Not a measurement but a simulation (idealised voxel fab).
Documented hereafter: the process module known as voxel plated lines.
Pictured: cross-section cut, 285 nm wide, on a grid of 5 nm square cells.
A cross-section is a grid of square cells, given in bands from the top down. A band is one or more rows of cells. What a band's entry tells you: where the top is and where the bottom is, as heights in nm, and after that what lies inside, material by material from left to right, each with its width in nm. Empty space is written as the word "air", and a single material marked with the word "all across" occupies the band from edge to edge. Heads up on the height convention: 0 is the point under which the incoming wafer is all one material, and the lowest band has no bottom, it just keeps going down, like "z 0 and below". Graded width ("30 to 40"): value in top row of band = first number; value in bottom row = second number; row-to-row change constant. "nothing changed", as given for a step, is the statement that not any cell of the cross-section underwent a change during that step. "Enclosed void catalog" enumerates empty spaces isolated from the top, with no open way to it, that contain at least 8 cells, giving each as width x height at distance from the left edge, all three in nm. That trailing text on a step's line, after the settings, is the simulator's own remark on the step. overlay nm, on a step with a mask: how far to the right of its planned place the mask lay; to the left if negative.

[plan]
1,RECEIVE with material Si
2,CONFORMAL_DEP with material SiN, thk nm 10
3,DIRECTIONAL_DEP with material TiN, thk nm 5
4,PATTERN with tone open, mask id LINES, material resist, width nm 20, pitch nm 40, thk nm 15, overlay nm 0
5,EPI with material Ru, thk nm 10
6,STRIP with etch materials resist
7,DIRECTIONAL_ETCH with etch materials TiN, depth nm 5
8,CONFORMAL_DEP with material SiN, thk nm 10

[The first wafer of two, processed as planned]

[Received-state cross-section, reflecting completion of step 1]
	z 0 and below | Si all across
	Enclosed void catalog: none

[You're looking at a cross-section of the wafer after step 2]
	z 10 to 0 | SiN all across
	Unchanged below 0.

[You're looking at a cross-section of the wafer after step 3]
	z 15 to 10 | TiN all across
	Unchanged below 10.

[You're looking at a cross-section of the wafer after step 4]
	z 30 to 15 | 110 of resist, then 20 of air, then 20 of resist, then 20 of air, then 115 of resist
	Unchanged below 15.

[You're looking at a cross-section of the wafer after step 5]
	z 30 to 25 | 110 of resist, then 20 of air, then 20 of resist, then 20 of air, then 115 of resist
	z 25 to 15 | 110 of resist, then 20 of Ru, then 20 of resist, then 20 of Ru, then 115 of resist
	Unchanged below 15.

[You're looking at a cross-section of the wafer after step 6]
	z 25 to 15 | 110 of air, then 20 of Ru, then 20 of air, then 20 of Ru, then 115 of air
	Unchanged below 15.

[You're looking at a cross-section of the wafer after step 7]
	z 25 to 15 | 110 of air, then 20 of Ru, then 20 of air, then 20 of Ru, then 115 of air
	z 15 to 10 | 110 of air, then 20 of TiN, then 20 of air, then 20 of TiN, then 115 of air
	Unchanged below 10.

[You're looking at a cross-section of the wafer after step 8]
	z 35 to 25 | 100 of air, then 80 of SiN, then 105 of air
	z 25 to 20 | 100 of air, then 10 of SiN, then 20 of Ru, then 20 of SiN, then 20 of Ru, then 10 of SiN, then 105 of air
	z 20 to 15 | 110 of SiN, then 20 of Ru, then 20 of SiN, then 20 of Ru, then 115 of SiN
	z 15 to 10 | 110 of SiN, then 20 of TiN, then 20 of SiN, then 20 of TiN, then 115 of SiN
	Unchanged below 10.

[The second wafer began exactly as the first did and followed the same plan, but one mistake was made while running it; through step 1 inclusive, the two wafers are identical]

[Cross-section: second wafer, time at which step 2 was scheduled to end]
	z 10 to 0 | TiN all across
	Unchanged below 0.

[Cross-section: second wafer, time at which step 3 was scheduled to end]
	z 15 to 0 | TiN all across
	Unchanged below 0.

[Cross-section: second wafer, time at which step 4 was scheduled to end]
	z 30 to 15 | 110 of resist, then 20 of air, then 20 of resist, then 20 of air, then 115 of resist
	Unchanged below 15.

[Cross-section: second wafer, time at which step 5 was scheduled to end]
	z 30 to 25 | 110 of resist, then 20 of air, then 20 of resist, then 20 of air, then 115 of resist
	z 25 to 15 | 110 of resist, then 20 of Ru, then 20 of resist, then 20 of Ru, then 115 of resist
	Unchanged below 15.

[Cross-section: second wafer, time at which step 6 was scheduled to end]
	z 25 to 15 | 110 of air, then 20 of Ru, then 20 of air, then 20 of Ru, then 115 of air
	Unchanged below 15.

[Cross-section: second wafer, time at which step 7 was scheduled to end]
	z 25 to 15 | 110 of air, then 20 of Ru, then 20 of air, then 20 of Ru, then 115 of air
	z 15 to 10 | 110 of air, then 20 of TiN, then 20 of air, then 20 of TiN, then 115 of air
	Unchanged below 10.

[Cross-section: second wafer, time at which step 8 was scheduled to end]
	z 35 to 25 | 100 of air, then 80 of SiN, then 105 of air
	z 25 to 20 | 100 of air, then 10 of SiN, then 20 of Ru, then 20 of SiN, then 20 of Ru, then 10 of SiN, then 105 of air
	z 20 to 15 | 110 of SiN, then 20 of Ru, then 20 of SiN, then 20 of Ru, then 115 of SiN
	z 15 to 10 | 110 of SiN, then 20 of TiN, then 20 of SiN, then 20 of TiN, then 115 of SiN
	Unchanged below 10.
What was the processing mistake? step 2 went in with a setting other than planned; the actual run was CONFORMAL_DEP with material TiN, thk nm 10
at the end the second wafer has, in cells: SiN -114, TiN +114
